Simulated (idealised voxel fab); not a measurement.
Herein follows the process module entitled voxel double patterning.
We display cut, a cross-section 265 nm in width whose square cells are each 5 nm.
A cross-section in this document is a grid of square cells, and it is written down as bands, the top band listed before the ones below it; a band is made up of one or more rows of cells. Heads up on the band format: heights come first, top then bottom, in nm. After that it's the materials left to right, each with its width in nm. A single material flagged "edge to edge" fills the whole band edge to edge, and "blank" means there's empty space there. We count height from 0. Below that, the starting wafer is all one material. The lowest band never ends at the bottom but goes on down; see "top 0, no bottom" for how that is written. Think of "30..40" as a width that walks from the first number to the second as you go down the band, top row to bottom row, taking equal-sized steps from row to row. Take "remained unchanged" at face value: in the step it is given for, the cross-section changed in none of its cells. For the entry "Enclosed cavity list", the listed items are empty spaces with no open way to the top whose size is 8 cells or more; each item follows the pattern width x height at distance, where distance is from the left edge and all three are in nm. after a step's settings: what the simulator itself notes on the step. The optional step-line setting "overlay nm" applies to steps with a mask and quantifies how far to the right of its planned location the mask lay, a negative value indicating leftward placement.
Below is the list of planned process steps:
1,RECEIVE [material Si]
2,CONFORMAL_DEP [material SiO2] [thk nm 10]
3,DIRECTIONAL_DEP [material W] [thk nm 20]
4,DIRECTIONAL_DEP [material SiCN] [thk nm 5]
5,DIRECTIONAL_DEP [material aC] [thk nm 10]
6,PATTERN [tone open] [mask id FIRST] [material resist] [width nm 15] [pitch nm 50] [thk nm 30] [overlay nm 0]
7,DIRECTIONAL_ETCH [etch materials aC] [depth nm 10]
8,STRIP [etch materials resist]
9,DIRECTIONAL_ETCH [etch materials SiCN] [depth nm 10]
10,STRIP [etch materials aC]
11,MASKED_ETCH [tone open] [mask id SECOND] [width nm 15] [etch materials SiCN] [depth nm 10] [overlay nm 0]
12,DIRECTIONAL_ETCH [etch materials W] [depth nm 20]
13,STRIP [etch materials SiCN]
Every wafer here starts from the same state; it is the step 4 thk nm that distinguishes them, and the value the plan gives belongs to the first wafer.
Cut through the first of several wafers as received, post step 1:
> top 0, no bottom = Si edge to edge
> Enclosed cavity list: none
Tabulated below, wafer by wafer, are the end-of-module results: for each material, the number of cells gained (+) or lost (-) relative to the as-received state, followed by the closed voids:
thk nm 5; +106 SiO2; +176 W; Enclosed cavity list: none
thk nm 10; +106 SiO2; +176 W; Enclosed cavity list: none
thk nm 15; +106 SiO2; +212 W; Enclosed cavity list: none
thk nm 20; +106 SiO2; +212 W; Enclosed cavity list: none
thk nm 25; +106 SiO2; +212 W; Enclosed cavity list: none
